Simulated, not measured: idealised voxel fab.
process module | voxel local oxidation
cross-section cut | 230 nm wide | cells 5 nm
A cross-section is a grid of square cells, given in bands from the top down. A band is one or more rows of cells.
Each band's line starts with the height of the band's top and of its bottom, in nm. Then come its materials from left to right, each with its width in nm. One material with "throughout" fills the band from edge to edge. "air" is empty space.
Height 0 is the level under which the wafer as received is all one material. The lowest band goes on downwards, as in "0 down".
A width such as "30 to 40" changes by the same amount from each row of cells to the next, from the band's top row to its bottom row.
"no change" after a step means that no cell of the cross-section changed.
closed voids: empty space of 8 cells or more with no open way to the top, each as width x height at its distance from the left edge, in nm
after a step's settings: what the simulator itself notes on the step
overlay nm, on a step with a mask: how far to the right of its planned place the mask lay; to the left if negative
plan
1 op RECEIVE | material Si
2 op CONFORMAL_DEP | material SiO2 | thk nm 5
3 op CONFORMAL_DEP | material SiN | thk nm 15
4 op DIRECTIONAL_DEP | material aC | thk nm 15
5 op PATTERN | tone cover | mask id ACTIVE | material resist | width nm 120 | thk nm 30 | overlay nm 0
6 op DIRECTIONAL_ETCH | etch materials aC | depth nm 15
7 op STRIP | etch materials resist
8 op DIRECTIONAL_ETCH | etch materials SiN | depth nm 15
9 op STRIP | etch materials aC
10 op SELECTIVE_ETCH | etch materials SiO2 | depth nm 5
11 op OXIDIZE | depth nm 15
12 op STRIP | etch materials SiN
first wafer, as planned
as received, after step 1
  0 down: Si throughout
  closed voids: none
after step 2
  5 to 0: SiO2 throughout
  below 0: unchanged
after step 3
  20 to 5: SiN throughout
  below 5: unchanged
after step 4
  35 to 20: aC throughout
  below 20: unchanged
after step 5
  65 to 35: air 55 | resist 120 | air 55
  below 35: unchanged
after step 6
  50 to 35: air 55 | resist 120 | air 55
  35 to 20: air 55 | aC 120 | air 55
  below 20: unchanged
after step 7
  35 to 20: air 55 | aC 120 | air 55
  below 20: unchanged
after step 8
  35 to 20: air 55 | aC 120 | air 55
  20 to 5: air 55 | SiN 120 | air 55
  below 5: unchanged
after step 9
  20 to 5: air 55 | SiN 120 | air 55
  below 5: unchanged
after step 10
  20 to 5: air 55 | SiN 120 | air 55
  5 to 0: air 60 | SiO2 110 | air 60
  below 0: unchanged
after step 11
  20 to 5: air 55 | SiN 120 | air 55
  5 to 0: air 60 | SiO2 110 | air 60
  0 to -15: SiO2 75 | Si 80 | SiO2 75
  below -15: unchanged
after step 12
  5 to 0: air 60 | SiO2 110 | air 60
  below 0: unchanged
second wafer: like start, like plan, one mistake. Through step 1 it matches the first wafer
when step 2 should have ended: no change
when step 3 should have ended
  15 to 0: SiN throughout
  below 0: unchanged
when step 4 should have ended
  30 to 15: aC throughout
  below 15: unchanged
when step 5 should have ended
  60 to 30: air 55 | resist 120 | air 55
  below 30: unchanged
when step 6 should have ended
  45 to 30: air 55 | resist 120 | air 55
  30 to 15: air 55 | aC 120 | air 55
  below 15: unchanged
when step 7 should have ended
  30 to 15: air 55 | aC 120 | air 55
  below 15: unchanged
when step 8 should have ended
  30 to 15: air 55 | aC 120 | air 55
  15 to 0: air 55 | SiN 120 | air 55
  below 0: unchanged
when step 9 should have ended
  15 to 0: air 55 | SiN 120 | air 55
  below 0: unchanged
when step 10 should have ended: no change
when step 11 should have ended
  15 to 0: air 55 | SiN 120 | air 55
  0 to -15: SiO2 70 | Si 90 | SiO2 70
  below -15: unchanged
when step 12 should have ended
  0 to -15: SiO2 70 | Si 90 | SiO2 70
  below -15: unchanged
what went wrong: step 2 was left out
at the end the second wafer has, in cells: 6 more of Si | 28 fewer of SiO2
